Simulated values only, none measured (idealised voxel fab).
process module | voxel plated lines
cross-section cut | 235 nm wide | cells 5 nm
A cross-section is a grid of square cells, given in bands from the top down. A band is one or more rows of cells.
Each band's line starts with the height of the band's top and of its bottom, in nm. Then come its materials from left to right, each with its width in nm. One material with "throughout" fills the band from edge to edge. "air" is empty space.
Height 0 is the level under which the wafer as received is all one material. The lowest band goes on downwards, as in "0 down".
A width such as "30 to 40" changes by the same amount from each row of cells to the next, from the band's top row to its bottom row.
"no change" after a step means that no cell of the cross-section changed.
closed voids: empty space of 8 cells or more with no open way to the top, each as width x height at its distance from the left edge, in nm
after a step's settings: what the simulator itself notes on the step
overlay nm, on a step with a mask: how far to the right of its planned place the mask lay; to the left if negative
plan
1 op RECEIVE | material Si
2 op CONFORMAL_DEP | material Al2O3 | thk nm 5
3 op DIRECTIONAL_DEP | material TiN | thk nm 5
4 op PATTERN | tone open | mask id LINES | material resist | width nm 25 | pitch nm 55 | thk nm 30 | overlay nm 0
5 op EPI | material Ru | thk nm 5
6 op EPI | material Ru | thk nm 5
7 op STRIP | etch materials resist
8 op DIRECTIONAL_ETCH | etch materials TiN | depth nm 5
9 op CONFORMAL_DEP | material SiN | thk nm 10
as received, after step 1
  0 down: Si throughout
  closed voids: none
a wafer at the end: this start, this plan, one mistake
  30 to 20: air 5 | SiN 220 | air 10
  20 to 15: air 5 | SiN 10 | Ru 35 | SiN 20 | Ru 35 | SiN 20 | Ru 35 | SiN 20 | Ru 35 | SiN 10 | air 10
  15 to 10: SiN 15 | Ru 35 | SiN 20 | Ru 35 | SiN 20 | Ru 35 | SiN 20 | Ru 35 | SiN 20
  10 to 5: SiN 15 | TiN 35 | SiN 20 | TiN 35 | SiN 20 | TiN 35 | SiN 20 | TiN 35 | SiN 20
  5 to 0: Al2O3 throughout
  0 down: Si throughout
  closed voids: none
what went wrong: step 4 ran as: op PATTERN | tone open | mask id LINES | material resist | width nm 35 | pitch nm 55 | thk nm 30 | overlay nm 0
